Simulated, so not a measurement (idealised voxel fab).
The process module that follows is named voxel self aligned contacts.
Cross-sectional view cut (width: 260 nm; square cell size: 5 nm).
Throughout this document, each cross-section is represented as a grid of square cells and is presented as a sequence of bands enumerated from the top downward, where a band comprises one or more rows of cells.
Look at the band entry: it leads with the top's height and the bottom's height in nm. Then it lists the materials left to right, with a width in nm for each. The word "throughout" on a single material says that material fills the band edge to edge. The word "empty" is empty space.
Convention: height 0 is the level below which the wafer, as received, is all one material. The lowest band does not terminate at the bottom but continues downward, represented as "0 and below".
A width given as "30..40" starts at the first number in the band's top row and ends at the second number in its bottom row, shifting by an equal amount at every step from row to row.
Where the words "nothing got changed" appear for a step, the cross-section shows no cell changed by that step; every cell remained as before.
Look at "Non-vented voids" for the closed voids: empty spaces with no open path to the top, sized 8 cells or up. Each is width x height at distance, distance from the left edge, all nm.
If you see something after the settings on a step's line, that's the simulator's own remark about that step.
overlay nm: mask right of planned place by this much (step with mask). Neg. = left.
## Process steps - plan
1. RECEIVE,material Si
2. CONFORMAL_DEP,material SiO2,thk nm 5
3. DIRECTIONAL_DEP,material polySi,thk nm 30
4. DIRECTIONAL_DEP,material SiN,thk nm 25
5. MASKED_ETCH,tone cover,mask id GATE,width nm 30,pitch nm 75,etch materials SiN,depth nm 25,overlay nm 0
6. MASKED_ETCH,tone cover,mask id GATE,width nm 30,pitch nm 75,etch materials polySi,depth nm 30,overlay nm 0
7. CONFORMAL_DEP,material SiN,thk nm 10
8. DIRECTIONAL_ETCH,etch materials SiN,depth nm 10
9. FILL_DEP,material SiO2,thk nm 15
10. CMP,height nm 65
11. MASKED_ETCH,tone open,mask id CONTACT,width nm 55,etch materials SiO2,depth nm 65,overlay nm 0
12. CONFORMAL_DEP,material TiN,thk nm 5
13. FILL_DEP,material W,thk nm 5
14. CMP,height nm 65
15. CONFORMAL_DEP,material SiN,thk nm 5
## Wafer at receipt (post step 1), cross-section
  0 and below = Si throughout
  Non-vented voids: none
## Cross-sectional image of the first of two wafers at the end of the module, the run having proceeded as planned
  70 down to 65 = SiN throughout
  65 down to 60 = SiO2 100 | TiN 20 | W 15 | TiN 20 | SiO2 105
  60 down to 35 = SiO2 65 | SiN 50 | TiN 5 | W 15 | TiN 5 | SiN 50 | SiO2 70
  35 down to 5 = SiO2 65 | SiN 10 | polySi 30 | SiN 10 | TiN 5 | W 15 | TiN 5 | SiN 10 | polySi 30 | SiN 10 | SiO2 70
  5 down to 0 = SiO2 115 | TiN 25 | SiO2 120
  0 and below = Si throughout
  Non-vented voids: none
## Cross-section, second wafer: same start as the first, same plan as the first, one mistake in running it; taken at the end of the module
  70 down to 65 = SiN throughout
  65 down to 60 = SiO2 95 | TiN 25 | W 15 | TiN 25 | SiO2 100
  60 down to 35 = SiO2 65 | SiN 50 | TiN 5 | W 15 | TiN 5 | SiN 50 | SiO2 70
  35 down to 5 = SiO2 65 | SiN 10 | polySi 30 | SiN 10 | TiN 5 | W 15 | TiN 5 | SiN 10 | polySi 30 | SiN 10 | SiO2 70
  5 down to 0 = SiO2 115 | TiN 25 | SiO2 120
  0 and below = Si throughout
  Non-vented voids: none
Misprocessing identified: note that step 11 departed from the planned setting and was carried out as MASKED_ETCH,tone open,mask id CONTACT,width nm 65,etch materials SiO2,depth nm 65,overlay nm 0
Final comparison by cell count, materials where the second wafer has more or fewer than the first: 2 fewer of SiO2, 2 more of TiN
